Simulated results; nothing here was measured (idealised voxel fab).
process module | voxel self aligned vias
cross-section cut | 215 nm wide | cells 5 nm
A cross-section is a grid of square cells, given in bands from the top down. A band is one or more rows of cells.
Each band's line starts with the height of the band's top and of its bottom, in nm. Then come its materials from left to right, each with its width in nm. One material with "throughout" fills the band from edge to edge. "air" is empty space.
Height 0 is the level under which the wafer as received is all one material. The lowest band goes on downwards, as in "0 down".
A width such as "30 to 40" changes by the same amount from each row of cells to the next, from the band's top row to its bottom row.
"no change" after a step means that no cell of the cross-section changed.
closed voids: empty space of 8 cells or more with no open way to the top, each as width x height at its distance from the left edge, in nm
after a step's settings: what the simulator itself notes on the step
overlay nm, on a step with a mask: how far to the right of its planned place the mask lay; to the left if negative
plan
1 op RECEIVE | material Si
2 op CONFORMAL_DEP | material SiO2 | thk nm 15
3 op CONFORMAL_DEP | material SiCN | thk nm 5
4 op DIRECTIONAL_DEP | material lowk | thk nm 30
5 op PATTERN | tone open | mask id LINES | material resist | width nm 30 | pitch nm 70 | thk nm 15 | overlay nm 0
6 op DIRECTIONAL_ETCH | etch materials lowk | depth nm 30
7 op STRIP | etch materials resist
8 op CONFORMAL_DEP | material TiN | thk nm 5
9 op FILL_DEP | material W | thk nm 10
10 op CMP | height nm 50
11 op SELECTIVE_ETCH | etch materials W Ru TiN | depth nm 5
12 op FILL_DEP | material SiN | thk nm 5
13 op CMP | height nm 50
14 op DIRECTIONAL_DEP | material lowk | thk nm 15
15 op MASKED_ETCH | tone open | mask id VIAS | width nm 50 | pitch nm 70 | etch materials lowk | depth nm 15 | overlay nm 0
16 op MASKED_ETCH | tone open | mask id VIAS | width nm 50 | pitch nm 70 | etch materials SiN | depth nm 5 | overlay nm 0
17 op CONFORMAL_DEP | material TiN | thk nm 5
18 op FILL_DEP | material W | thk nm 5
19 op CMP | height nm 65
20 op CONFORMAL_DEP | material SiCN | thk nm 5
first wafer, as planned
as received, after step 1
  0 down: Si throughout
  closed voids: none
after step 2
  15 to 0: SiO2 throughout
  below 0: unchanged
after step 3
  20 to 15: SiCN throughout
  below 15: unchanged
after step 4
  50 to 20: lowk throughout
  below 20: unchanged
after step 5
  65 to 50: resist 55 | air 30 | resist 40 | air 30 | resist 60
  below 50: unchanged
after step 6
  65 to 50: resist 55 | air 30 | resist 40 | air 30 | resist 60
  50 to 20: lowk 55 | air 30 | lowk 40 | air 30 | lowk 60
  below 20: unchanged
after step 7
  50 to 20: lowk 55 | air 30 | lowk 40 | air 30 | lowk 60
  below 20: unchanged
after step 8
  55 to 50: TiN 60 | air 20 | TiN 50 | air 20 | TiN 65
  50 to 25: lowk 55 | TiN 5 | air 20 | TiN 5 | lowk 40 | TiN 5 | air 20 | TiN 5 | lowk 60
  25 to 20: lowk 55 | TiN 30 | lowk 40 | TiN 30 | lowk 60
  below 20: unchanged
after step 9
  65 to 55: W throughout
  55 to 50: TiN 60 | W 20 | TiN 50 | W 20 | TiN 65
  50 to 25: lowk 55 | TiN 5 | W 20 | TiN 5 | lowk 40 | TiN 5 | W 20 | TiN 5 | lowk 60
  below 25: unchanged
after step 10
  50 to 25: lowk 55 | TiN 5 | W 20 | TiN 5 | lowk 40 | TiN 5 | W 20 | TiN 5 | lowk 60
  below 25: unchanged
after step 11
  50 to 45: lowk 55 | air 30 | lowk 40 | air 30 | lowk 60
  below 45: unchanged
after step 12
  55 to 50: SiN throughout
  50 to 45: lowk 55 | SiN 30 | lowk 40 | SiN 30 | lowk 60
  below 45: unchanged
after step 13
  50 to 45: lowk 55 | SiN 30 | lowk 40 | SiN 30 | lowk 60
  below 45: unchanged
after step 14
  65 to 50: lowk throughout
  below 50: unchanged
after step 15
  65 to 50: lowk 45 | air 50 | lowk 20 | air 50 | lowk 50
  below 50: unchanged
after step 16
  65 to 50: lowk 45 | air 50 | lowk 20 | air 50 | lowk 50
  50 to 45: lowk 55 | air 30 | lowk 40 | air 30 | lowk 60
  below 45: unchanged
after step 17
  70 to 65: TiN 50 | air 40 | TiN 30 | air 40 | TiN 55
  65 to 55: lowk 45 | TiN 5 | air 40 | TiN 5 | lowk 20 | TiN 5 | air 40 | TiN 5 | lowk 50
  55 to 50: lowk 45 | TiN 15 | air 20 | TiN 15 | lowk 20 | TiN 15 | air 20 | TiN 15 | lowk 50
  50 to 45: lowk 55 | TiN 30 | lowk 40 | TiN 30 | lowk 60
  below 45: unchanged
after step 18
  75 to 70: W throughout
  70 to 65: TiN 50 | W 40 | TiN 30 | W 40 | TiN 55
  65 to 55: lowk 45 | TiN 5 | W 40 | TiN 5 | lowk 20 | TiN 5 | W 40 | TiN 5 | lowk 50
  55 to 50: lowk 45 | TiN 15 | W 20 | TiN 15 | lowk 20 | TiN 15 | W 20 | TiN 15 | lowk 50
  below 50: unchanged
after step 19
  65 to 55: lowk 45 | TiN 5 | W 40 | TiN 5 | lowk 20 | TiN 5 | W 40 | TiN 5 | lowk 50
  below 55: unchanged
after step 20
  70 to 65: SiCN throughout
  below 65: unchanged
second wafer: like start, like plan, one mistake. Through step 14 it matches the first wafer
when step 15 should have ended
  65 to 50: air 45 | lowk 50 | air 20 | lowk 50 | air 50
  below 50: unchanged
when step 16 should have ended: no change
when step 17 should have ended
  70 to 65: air 40 | TiN 60 | air 10 | TiN 60 | air 45
  65 to 55: air 40 | TiN 5 | lowk 50 | TiN 5 | air 10 | TiN 5 | lowk 50 | TiN 5 | air 45
  55 to 50: TiN 45 | lowk 50 | TiN 20 | lowk 50 | TiN 50
  below 50: unchanged
when step 18 should have ended
  75 to 70: W throughout
  70 to 65: W 40 | TiN 60 | W 10 | TiN 60 | W 45
  65 to 55: W 40 | TiN 5 | lowk 50 | TiN 5 | W 10 | TiN 5 | lowk 50 | TiN 5 | W 45
  below 55: unchanged
when step 19 should have ended
  65 to 55: W 40 | TiN 5 | lowk 50 | TiN 5 | W 10 | TiN 5 | lowk 50 | TiN 5 | W 45
  below 55: unchanged
when step 20 should have ended
  70 to 65: SiCN throughout
  below 65: unchanged
what went wrong: step 15 ran as: op MASKED_ETCH | tone cover | mask id VIAS | width nm 50 | pitch nm 70 | etch materials lowk | depth nm 15 | overlay nm 0
at the end the second wafer has, in cells: 12 more of SiN | 1 fewer of TiN | 2 fewer of W | 9 fewer of lowk
